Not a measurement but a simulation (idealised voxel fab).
Process module under the name voxel spacer lines
Cross-sectional view cut (width: 160 nm; square cell size: 5 nm).
Notation: cross-section as square-cell grid; stated in bands, top first, going down; one or more cell rows per band. Top, bottom (nm), then materials left to right with widths (nm); lone material tagged "everywhere" fills the whole band edge to edge; "blank" = empty space. For the purposes of this specification, 0 denotes the height below which the wafer in its as-received condition is composed wholly of one material, and the lowermost band, lacking a lower limit, extends downward without end, as expressed in "0 down". Width "30..40": first value at the band's top row of cells, second value at its bottom row, equal change from row to row. "remains unaltered", as given for a step, is the statement that not any cell of the cross-section underwent a change during that step. Voids not open to the top, 8 cells minimum: see "Closed void list". Written width x height at distance; distance is from the left edge; nm. Post-settings text on a step line: simulator's own remark regarding the step. Regarding "overlay nm": on a step with a mask, it is the distance the mask lay to the right of its planned place; a negative value places it to the left.
### Steps in the process plan
1,RECEIVE,material Si
2,CONFORMAL_DEP,material Al2O3,thk nm 5
3,DIRECTIONAL_DEP,material TiN,thk nm 15
4,DIRECTIONAL_DEP,material polySi,thk nm 20
5,PATTERN,tone cover,mask id MANDREL,material resist,width nm 25,pitch nm 80,thk nm 30,overlay nm 0
6,DIRECTIONAL_ETCH,etch materials polySi,depth nm 20
7,STRIP,etch materials resist
8,CONFORMAL_DEP,material SiO2,thk nm 15
9,DIRECTIONAL_ETCH,etch materials SiO2,depth nm 15
10,STRIP,etch materials polySi
11,DIRECTIONAL_ETCH,etch materials TiN,depth nm 15
12,STRIP,etch materials SiO2
13,FILL_DEP,material lowk,thk nm 10
14,CMP,height nm 20
### Shown in cross-section is the wafer as received, that is, as it stands after step 1
  0 down = Si everywhere
  Closed void list: none
### This is how the wafer looks in cross-section once the module is done, given the starting state and plan above and one mistake in carrying the plan out
  20 to 5 = polySi everywhere
  5 to 0 = Al2O3 everywhere
  0 down = Si everywhere
  Closed void list: none
So what did we get wrong on this run? steps 3 and 4: order swapped relative to plan
